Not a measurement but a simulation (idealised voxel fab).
Proc. module: voxel capacitor over wiring
Each square cell in cross-section cut measures 5 nm, and the section as a whole is 210 nm wide.
This document writes a cross-section as a grid whose cells are square, and gives it as bands, listed from the top down; one or more rows of cells form a band. In this notation a band is specified by the heights of its top and bottom, in that order and in nm, after which its materials appear from left to right, each paired with its width in nm. The word "edge to edge" attached to a single material means that material fills the band from edge to edge; the word "air" stands for empty space. Heights are measured from 0, the level below which the as-received wafer is all one material; the lowest band has no bottom and continues downward, written as in "0 and below". The notation "30->40" denotes a width that varies across the rows of cells in the band, beginning at the first number in the top row, finishing at the second number in the bottom row, and changing by an identical amount from each row to the next. Take "no modifications" at face value: in the step it is given for, the cross-section changed in none of its cells. Any empty space of 8 cells or more lacking an open way to the top shows up in "Catalogued sealed voids" as width x height at distance, distance from the left edge, in nm. Anything after a step's settings on that line? It's the simulator's own note about the step. Regarding "overlay nm": on a step with a mask, it is the distance the mask lay to the right of its planned place; a negative value places it to the left.

STEPS IN THE PROCESS PLAN
1 RECEIVE: material Si
2 CONFORMAL_DEP: material SiO2, thk nm 15
3 CONFORMAL_DEP: material SiN, thk nm 5
4 DIRECTIONAL_DEP: material lowk, thk nm 15
5 PATTERN: tone open, mask id METAL_1, material resist, width nm 20, pitch nm 75, thk nm 20, overlay nm 0
6 DIRECTIONAL_ETCH: etch materials lowk, depth nm 15
7 DIRECTIONAL_ETCH: etch materials SiN, depth nm 5
8 STRIP: etch materials resist
9 CONFORMAL_DEP: material TiN, thk nm 5
10 FILL_DEP: material Ru, thk nm 10
11 CMP: height nm 35
12 EPI: material Ru, thk nm 5
13 FILL_DEP: material SiCN, thk nm 5
14 DIRECTIONAL_DEP: material lowk, thk nm 10
15 MASKED_ETCH: tone open, mask id PLUG_1, width nm 15, etch materials lowk, depth nm 10, overlay nm 0
16 MASKED_ETCH: tone open, mask id PLUG_1, width nm 15, etch materials SiCN, depth nm 5, overlay nm 0
17 EPI: material Ru, thk nm 10
18 EPI: material Ru, thk nm 5
19 DIRECTIONAL_DEP: material TiN, thk nm 5
20 DIRECTIONAL_DEP: material Al2O3, thk nm 5
21 DIRECTIONAL_DEP: material TiN, thk nm 5
22 DIRECTIONAL_DEP: material aC, thk nm 15
23 PATTERN: tone cover, mask id UPPER_PLATE, material resist, width nm 60, thk nm 35, overlay nm 0
24 DIRECTIONAL_ETCH: etch materials aC, depth nm 15
25 STRIP: etch materials resist
26 DIRECTIONAL_ETCH: etch materials TiN, depth nm 5
27 DIRECTIONAL_ETCH: etch materials Al2O3, depth nm 5
28 STRIP: etch materials aC
29 MASKED_ETCH: tone cover, mask id LOWER_PLATE, width nm 70, etch materials TiN, depth nm 5, overlay nm 0
30 FILL_DEP: material SiO2, thk nm 20
31 CMP: height nm 85
32 PATTERN: tone open, mask id PLUG_2, material resist, width nm 15, thk nm 20, overlay nm 0
33 DIRECTIONAL_ETCH: etch materials SiO2, depth nm 15
34 STRIP: etch materials resist
35 CONFORMAL_DEP: material TiN, thk nm 5
36 FILL_DEP: material Cu, thk nm 10
37 CMP: height nm 85
38 CONFORMAL_DEP: material SiCN, thk nm 5

CROSS-SECTION OF THE WAFER AT RECEIPT, WHICH IS THE CONDITION AFTER STEP 1
* 0 and below = Si edge to edge
* Catalogued sealed voids: none

FINAL CROSS-SECTION, MODULE RUN WITH ONE MISTAKE (START AND PLAN AS ABOVE)
* 90 down to 85 = SiCN edge to edge
* 85 down to 75 = SiO2 70 / TiN 5 / Al2O3 5 / TiN 5 / SiO2 125
* 75 down to 65 = SiO2 70->60 / TiN 15->60 / SiO2 125->90
* 65 down to 60 = SiO2 60 / Al2O3 60 / SiO2 90
* 60 down to 55 = SiO2 55 / TiN 70 / SiO2 85
* 55 down to 45 = lowk 60 / Ru 15 / lowk 135
* 45 down to 40 = SiCN 60 / Ru 15 / SiCN 135
* 40 down to 35 = SiCN 50 / Ru 30 / SiCN 45 / Ru 30 / SiCN 55
* 35 down to 20 = lowk 55 / TiN 5 / Ru 10 / TiN 5 / lowk 55 / TiN 5 / Ru 10 / TiN 5 / lowk 60
* 20 down to 15 = SiN 55 / TiN 20 / SiN 55 / TiN 20 / SiN 60
* 15 down to 0 = SiO2 edge to edge
* 0 and below = Si edge to edge
* Catalogued sealed voids: none
So what did we get wrong on this run? step 36 did not happen as planned, as run it was FILL_DEP: material Al2O3, thk nm 10
